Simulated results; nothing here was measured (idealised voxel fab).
A process module follows: voxel trench capacitor.
We display cut, a cross-section 255 nm in width whose square cells are each 5 nm.
A cross-section is written here as square cells arranged in a grid, and it is given in bands from the top down, each band taking up one or more rows of cells.
Top height, bottom height, nm. Materials left to right, width each, nm. Single material + "full width" = fills band edge to edge. "blank" = empty.
Ref level 0: as-received wafer is one material below here. Bottom band extends down with no lower bound ("from 0 down").
The notation "30 to 40" denotes a width that varies across the rows of cells in the band, beginning at the first number in the top row, finishing at the second number in the bottom row, and changing by an identical amount from each row to the next.
A step reported as "stayed the same" is a step in which no cell of the cross-section changed.
Closed empty spaces (no open way to the top) of 8 cells or more are what "Enclosed cavities" lists, each as width x height at distance from the left edge, nm for all three.
On a step's line, text after the settings is the simulator commenting on that step.
overlay nm: mask right of planned place by this much (step with mask). Neg. = left.
**List of planned process steps**
1: op RECEIVE | material Si
2: op CONFORMAL_DEP | material SiN | thk nm 5
3: op PATTERN | tone open | mask id TRENCH | material resist | width nm 25 | pitch nm 50 | thk nm 20 | overlay nm 0
4: op DIRECTIONAL_ETCH | etch materials SiN | depth nm 5
5: op DIRECTIONAL_ETCH | etch materials Si | depth nm 30
6: op STRIP | etch materials resist
7: op CONFORMAL_DEP | material HfO2 | thk nm 5
8: op CONFORMAL_DEP | material TiN | thk nm 5
9: op FILL_DEP | material W | thk nm 10
10: op CMP | height nm 5
Across this set of wafers, the varied parameter is the thk nm of step 7. Starting conditions are identical for every wafer, and the plan reports the value assigned to the first wafer.
**Cross-section of the first of several wafers as received (after step 1)**
  from 0 down | Si full width
  Enclosed cavities: none
**Take any row and you have a wafer at the end of the module: how many cells of each material it has gained (+) or lost (-) since it was received, and then its closed voids**
thk nm 5 | +51 HfO2 | -90 Si | +36 SiN | +39 TiN | +15 W | Enclosed cavities: none
thk nm 10 | +90 HfO2 | -90 Si | +36 SiN | +15 TiN | Enclosed cavities: none
thk nm 15 | +105 HfO2 | -90 Si | +36 SiN | Enclosed cavities: none
thk nm 20 | +105 HfO2 | -90 Si | +36 SiN | Enclosed cavities: none
